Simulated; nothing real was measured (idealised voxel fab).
process module | voxel plated lines
cross-section cut | 220 nm wide | cells 5 nm
A cross-section is a grid of square cells, given in bands from the top down. A band is one or more rows of cells.
Each band's line starts with the height of the band's top and of its bottom, in nm. Then come its materials from left to right, each with its width in nm. One material with "throughout" fills the band from edge to edge. "air" is empty space.
Height 0 is the level under which the wafer as received is all one material. The lowest band goes on downwards, as in "0 down".
A width such as "30 to 40" changes by the same amount from each row of cells to the next, from the band's top row to its bottom row.
"no change" after a step means that no cell of the cross-section changed.
closed voids: empty space of 8 cells or more with no open way to the top, each as width x height at its distance from the left edge, in nm
after a step's settings: what the simulator itself notes on the step
overlay nm, on a step with a mask: how far to the right of its planned place the mask lay; to the left if negative
plan
1 op RECEIVE | material Si
2 op CONFORMAL_DEP | material SiN | thk nm 15
3 op DIRECTIONAL_DEP | material TiN | thk nm 5
4 op PATTERN | tone open | mask id LINES | material resist | width nm 15 | pitch nm 35 | thk nm 25 | overlay nm -15
5 op EPI | material Ru | thk nm 10
6 op EPI | material Ru | thk nm 10
7 op STRIP | etch materials resist
8 op DIRECTIONAL_ETCH | etch materials TiN | depth nm 5
9 op CONFORMAL_DEP | material SiCN | thk nm 10
varied across the wafers: overlay nm of step 4. The plan shows the first wafer's value. All wafers start alike
first wafer as received, after step 1
  0 down: Si throughout
  closed voids: none
each wafer at the end: cells of each material gained (+) or lost (-) since it was received, then its closed voids
overlay nm -15 | +24 Ru | +128 SiCN | +132 SiN | +6 TiN | closed voids: none
overlay nm -10 | +24 Ru | +128 SiCN | +132 SiN | +6 TiN | closed voids: none
overlay nm -5 | +24 Ru | +128 SiCN | +132 SiN | +6 TiN | closed voids: none
overlay nm 0 | +24 Ru | +128 SiCN | +132 SiN | +6 TiN | closed voids: none
overlay nm 5 | +24 Ru | +128 SiCN | +132 SiN | +6 TiN | closed voids: none
overlay nm 10 | +24 Ru | +128 SiCN | +132 SiN | +6 TiN | closed voids: none
overlay nm 15 | +24 Ru | +128 SiCN | +132 SiN | +6 TiN | closed voids: none
